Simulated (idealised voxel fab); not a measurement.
process module | voxel released beams
cross-section cut | 270 nm wide | cells 5 nm
A cross-section is a grid of square cells, given in bands from the top down. A band is one or more rows of cells.
Each band's line starts with the height of the band's top and of its bottom, in nm. Then come its materials from left to right, each with its width in nm. One material with "throughout" fills the band from edge to edge. "air" is empty space.
Height 0 is the level under which the wafer as received is all one material. The lowest band goes on downwards, as in "0 down".
A width such as "30 to 40" changes by the same amount from each row of cells to the next, from the band's top row to its bottom row.
"no change" after a step means that no cell of the cross-section changed.
closed voids: empty space of 8 cells or more with no open way to the top, each as width x height at its distance from the left edge, in nm
after a step's settings: what the simulator itself notes on the step
overlay nm, on a step with a mask: how far to the right of its planned place the mask lay; to the left if negative
plan
1 op RECEIVE | material Si
2 op CONFORMAL_DEP | material Al2O3 | thk nm 10
3 op DIRECTIONAL_DEP | material SiO2 | thk nm 10
4 op PATTERN | tone open | mask id ANCHOR | material resist | width nm 40 | thk nm 20 | overlay nm 0
5 op DIRECTIONAL_ETCH | etch materials SiO2 | depth nm 10
6 op STRIP | etch materials resist
7 op CONFORMAL_DEP | material SiN | thk nm 15
8 op DIRECTIONAL_DEP | material aC | thk nm 15
9 op PATTERN | tone cover | mask id BEAM | material resist | width nm 110 | thk nm 35 | overlay nm 0
10 op DIRECTIONAL_ETCH | etch materials aC | depth nm 15
11 op STRIP | etch materials resist
12 op DIRECTIONAL_ETCH | etch materials SiN | depth nm 15
13 op STRIP | etch materials aC
14 op STRIP | etch materials SiO2
as received, after step 1
  0 down: Si throughout
  closed voids: none
a wafer at the end: this start, this plan, one mistake
  35 to 20: air 75 | SiN 110 | air 85
  20 to 10: Al2O3 throughout
  10 to 0: SiO2 throughout
  0 down: Si throughout
  closed voids: none
what went wrong: steps 2 and 3 were swapped
